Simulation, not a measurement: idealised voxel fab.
Herein follows the process module entitled voxel quadruple lines.
Section shown: cut. Width: 270 nm. Cell size: 5 nm, square.
Each cross-section below is a grid of square cells, stated as bands in top-down order, with one or more rows of cells making up each band. It is stipulated that each band's entry specify, in nanometres, the height of the top of the band and then that of its bottom, followed by the materials of the band in left-to-right sequence, each together with its width in nanometres. A single material marked by the word "edge to edge" is understood to fill the band from edge to edge; the word "blank" is understood to denote empty space. Height datum 0, below which the as-received substrate wafer is one material. Lowest band open at the bottom, running downward: "from 0 down". So if you see something like "30 to 40" for the width, read it as the top row of the band sitting at the first number and the bottom row at the second, with every row in between moving by the same amount as the last. "no change" after a step means that no cell of the cross-section changed. "Closed cavity list": empty spaces of 8 cells or more with no open way to the top, each given as width x height at distance, distance from the left edge, all in nm. Post-settings text on a step line: simulator's own remark regarding the step. "overlay nm" denotes, for a step that has a mask, the displacement of the mask to the right of its planned place, with negative values corresponding to the left.

Process steps (planned):
step 1: RECEIVE: material Si
step 2: CONFORMAL_DEP: material SiO2, thk nm 10
step 3: DIRECTIONAL_DEP: material Ru, thk nm 10
step 4: DIRECTIONAL_DEP: material polySi, thk nm 15
step 5: DIRECTIONAL_DEP: material aC, thk nm 25
step 6: PATTERN: tone cover, mask id MANDREL, material resist, width nm 30, pitch nm 80, thk nm 30, overlay nm 0
step 7: DIRECTIONAL_ETCH: etch materials aC, depth nm 25
step 8: STRIP: etch materials resist
step 9: CONFORMAL_DEP: material SiO2, thk nm 10
step 10: DIRECTIONAL_ETCH: etch materials SiO2, depth nm 10
step 11: STRIP: etch materials aC
step 12: DIRECTIONAL_ETCH: etch materials polySi, depth nm 15
step 13: STRIP: etch materials SiO2
step 14: CONFORMAL_DEP: material SiCN, thk nm 10
step 15: DIRECTIONAL_ETCH: etch materials SiCN, depth nm 10
step 16: STRIP: etch materials polySi
step 17: DIRECTIONAL_ETCH: etch materials Ru, depth nm 10
step 18: STRIP: etch materials SiCN

First out of two wafers; run went to plan:

Wafer at receipt (post step 1), cross-section:
* from 0 down  Si edge to edge
* Closed cavity list: none

Once step 2 is through, the wafer looks like this in cross-section:
* from 10 to 0  SiO2 edge to edge
* Whatever lies below 0 is exactly as it was before.

Once step 3 is through, the wafer looks like this in cross-section:
* from 20 to 10  Ru edge to edge
* Whatever lies below 10 is exactly as it was before.

Once step 4 is through, the wafer looks like this in cross-section:
* from 35 to 20  polySi edge to edge
* Whatever lies below 20 is exactly as it was before.

Once step 5 is through, the wafer looks like this in cross-section:
* from 60 to 35  aC edge to edge
* Whatever lies below 35 is exactly as it was before.

Once step 6 is through, the wafer looks like this in cross-section:
* from 90 to 60  80 blank  30 resist  50 blank  30 resist  80 blank
* Whatever lies below 60 is exactly as it was before.

Once step 7 is through, the wafer looks like this in cross-section:
* from 65 to 60  80 blank  30 resist  50 blank  30 resist  80 blank
* from 60 to 35  80 blank  30 aC  50 blank  30 aC  80 blank
* Whatever lies below 35 is exactly as it was before.

Once step 8 is through, the wafer looks like this in cross-section:
* from 60 to 35  80 blank  30 aC  50 blank  30 aC  80 blank
* Whatever lies below 35 is exactly as it was before.

Once step 9 is through, the wafer looks like this in cross-section:
* from 70 to 60  70 blank  50 SiO2  30 blank  50 SiO2  70 blank
* from 60 to 45  70 blank  10 SiO2  30 aC  10 SiO2  30 blank  10 SiO2  30 aC  10 SiO2  70 blank
* from 45 to 35  80 SiO2  30 aC  50 SiO2  30 aC  80 SiO2
* Whatever lies below 35 is exactly as it was before.

Once step 10 is through, the wafer looks like this in cross-section:
* from 60 to 35  70 blank  10 SiO2  30 aC  10 SiO2  30 blank  10 SiO2  30 aC  10 SiO2  70 blank
* Whatever lies below 35 is exactly as it was before.

Once step 11 is through, the wafer looks like this in cross-section:
* from 60 to 35  70 blank  10 SiO2  30 blank  10 SiO2  30 blank  10 SiO2  30 blank  10 SiO2  70 blank
* Whatever lies below 35 is exactly as it was before.

Once step 12 is through, the wafer looks like this in cross-section:
* from 60 to 35  70 blank  10 SiO2  30 blank  10 SiO2  30 blank  10 SiO2  30 blank  10 SiO2  70 blank
* from 35 to 20  70 blank  10 polySi  30 blank  10 polySi  30 blank  10 polySi  30 blank  10 polySi  70 blank
* Whatever lies below 20 is exactly as it was before.

Once step 13 is through, the wafer looks like this in cross-section:
* from 35 to 20  70 blank  10 polySi  30 blank  10 polySi  30 blank  10 polySi  30 blank  10 polySi  70 blank
* Whatever lies below 20 is exactly as it was before.

Once step 14 is through, the wafer looks like this in cross-section:
* from 45 to 35  60 blank  30 SiCN  10 blank  30 SiCN  10 blank  30 SiCN  10 blank  30 SiCN  60 blank
* from 35 to 30  60 blank  10 SiCN  10 polySi  10 SiCN  10 blank  10 SiCN  10 polySi  10 SiCN  10 blank  10 SiCN  10 polySi  10 SiCN  10 blank  10 SiCN  10 polySi  10 SiCN  60 blank
* from 30 to 20  70 SiCN  10 polySi  30 SiCN  10 polySi  30 SiCN  10 polySi  30 SiCN  10 polySi  70 SiCN
* Whatever lies below 20 is exactly as it was before.

Once step 15 is through, the wafer looks like this in cross-section:
* from 35 to 20  60 blank  10 SiCN  10 polySi  10 SiCN  10 blank  10 SiCN  10 polySi  10 SiCN  10 blank  10 SiCN  10 polySi  10 SiCN  10 blank  10 SiCN  10 polySi  10 SiCN  60 blank
* Whatever lies below 20 is exactly as it was before.

Once step 16 is through, the wafer looks like this in cross-section:
* from 35 to 20  60 blank  10 SiCN  10 blank  10 SiCN  10 blank  10 SiCN  10 blank  10 SiCN  10 blank  10 SiCN  10 blank  10 SiCN  10 blank  10 SiCN  10 blank  10 SiCN  60 blank
* Whatever lies below 20 is exactly as it was before.

Once step 17 is through, the wafer looks like this in cross-section:
* from 35 to 20  60 blank  10 SiCN  10 blank  10 SiCN  10 blank  10 SiCN  10 blank  10 SiCN  10 blank  10 SiCN  10 blank  10 SiCN  10 blank  10 SiCN  10 blank  10 SiCN  60 blank
* from 20 to 10  60 blank  10 Ru  10 blank  10 Ru  10 blank  10 Ru  10 blank  10 Ru  10 blank  10 Ru  10 blank  10 Ru  10 blank  10 Ru  10 blank  10 Ru  60 blank
* Whatever lies below 10 is exactly as it was before.

Once step 18 is through, the wafer looks like this in cross-section:
* from 20 to 10  60 blank  10 Ru  10 blank  10 Ru  10 blank  10 Ru  10 blank  10 Ru  10 blank  10 Ru  10 blank  10 Ru  10 blank  10 Ru  10 blank  10 Ru  60 blank
* Whatever lies below 10 is exactly as it was before.

Second wafer. Start and plan as for the first. One mistake made in running. Agrees with the first up to and including step 8:

Second wafer shown in cross-section at the time step 9 was slated to end:
* from 65 to 60  75 blank  40 SiO2  40 blank  40 SiO2  75 blank
* from 60 to 40  75 blank  5 SiO2  30 aC  5 SiO2  40 blank  5 SiO2  30 aC  5 SiO2  75 blank
* from 40 to 35  80 SiO2  30 aC  50 SiO2  30 aC  80 SiO2
* Whatever lies below 35 is exactly as it was before.

Second wafer shown in cross-section at the time step 10 was slated to end:
* from 60 to 55  80 blank  30 aC  50 blank  30 aC  80 blank
* from 55 to 35  75 blank  5 SiO2  30 aC  5 SiO2  40 blank  5 SiO2  30 aC  5 SiO2  75 blank
* Whatever lies below 35 is exactly as it was before.

Second wafer shown in cross-section at the time step 11 was slated to end:
* from 55 to 35  75 blank  5 SiO2  30 blank  5 SiO2  40 blank  5 SiO2  30 blank  5 SiO2  75 blank
* Whatever lies below 35 is exactly as it was before.

Second wafer shown in cross-section at the time step 12 was slated to end:
* from 55 to 35  75 blank  5 SiO2  30 blank  5 SiO2  40 blank  5 SiO2  30 blank  5 SiO2  75 blank
* from 35 to 20  75 blank  5 polySi  30 blank  5 polySi  40 blank  5 polySi  30 blank  5 polySi  75 blank
* Whatever lies below 20 is exactly as it was before.

Second wafer shown in cross-section at the time step 13 was slated to end:
* from 35 to 20  75 blank  5 polySi  30 blank  5 polySi  40 blank  5 polySi  30 blank  5 polySi  75 blank
* Whatever lies below 20 is exactly as it was before.

Second wafer shown in cross-section at the time step 14 was slated to end:
* from 45 to 35  65 blank  25 SiCN  10 blank  25 SiCN  20 blank  25 SiCN  10 blank  25 SiCN  65 blank
* from 35 to 30  65 blank  10 SiCN  5 polySi  10 SiCN  10 blank  10 SiCN  5 polySi  10 SiCN  20 blank  10 SiCN  5 polySi  10 SiCN  10 blank  10 SiCN  5 polySi  10 SiCN  65 blank
* from 30 to 20  75 SiCN  5 polySi  30 SiCN  5 polySi  40 SiCN  5 polySi  30 SiCN  5 polySi  75 SiCN
* Whatever lies below 20 is exactly as it was before.

Second wafer shown in cross-section at the time step 15 was slated to end:
* from 35 to 20  65 blank  10 SiCN  5 polySi  10 SiCN  10 blank  10 SiCN  5 polySi  10 SiCN  20 blank  10 SiCN  5 polySi  10 SiCN  10 blank  10 SiCN  5 polySi  10 SiCN  65 blank
* Whatever lies below 20 is exactly as it was before.

Second wafer shown in cross-section at the time step 16 was slated to end:
* from 35 to 20  65 blank  10 SiCN  5 blank  10 SiCN  10 blank  10 SiCN  5 blank  10 SiCN  20 blank  10 SiCN  5 blank  10 SiCN  10 blank  10 SiCN  5 blank  10 SiCN  65 blank
* Whatever lies below 20 is exactly as it was before.

Second wafer shown in cross-section at the time step 17 was slated to end:
* from 35 to 20  65 blank  10 SiCN  5 blank  10 SiCN  10 blank  10 SiCN  5 blank  10 SiCN  20 blank  10 SiCN  5 blank  10 SiCN  10 blank  10 SiCN  5 blank  10 SiCN  65 blank
* from 20 to 10  65 blank  10 Ru  5 blank  10 Ru  10 blank  10 Ru  5 blank  10 Ru  20 blank  10 Ru  5 blank  10 Ru  10 blank  10 Ru  5 blank  10 Ru  65 blank
* Whatever lies below 10 is exactly as it was before.

Second wafer shown in cross-section at the time step 18 was slated to end:
* from 20 to 10  65 blank  10 Ru  5 blank  10 Ru  10 blank  10 Ru  5 blank  10 Ru  20 blank  10 Ru  5 blank  10 Ru  10 blank  10 Ru  5 blank  10 Ru  65 blank
* Whatever lies below 10 is exactly as it was before.
what went wrong: step 9 off recipe, ran as CONFORMAL_DEP: material SiO2, thk nm 5
Matching per-material cell counts, mismatched positions: that is how the second wafer compares with the first at the end.
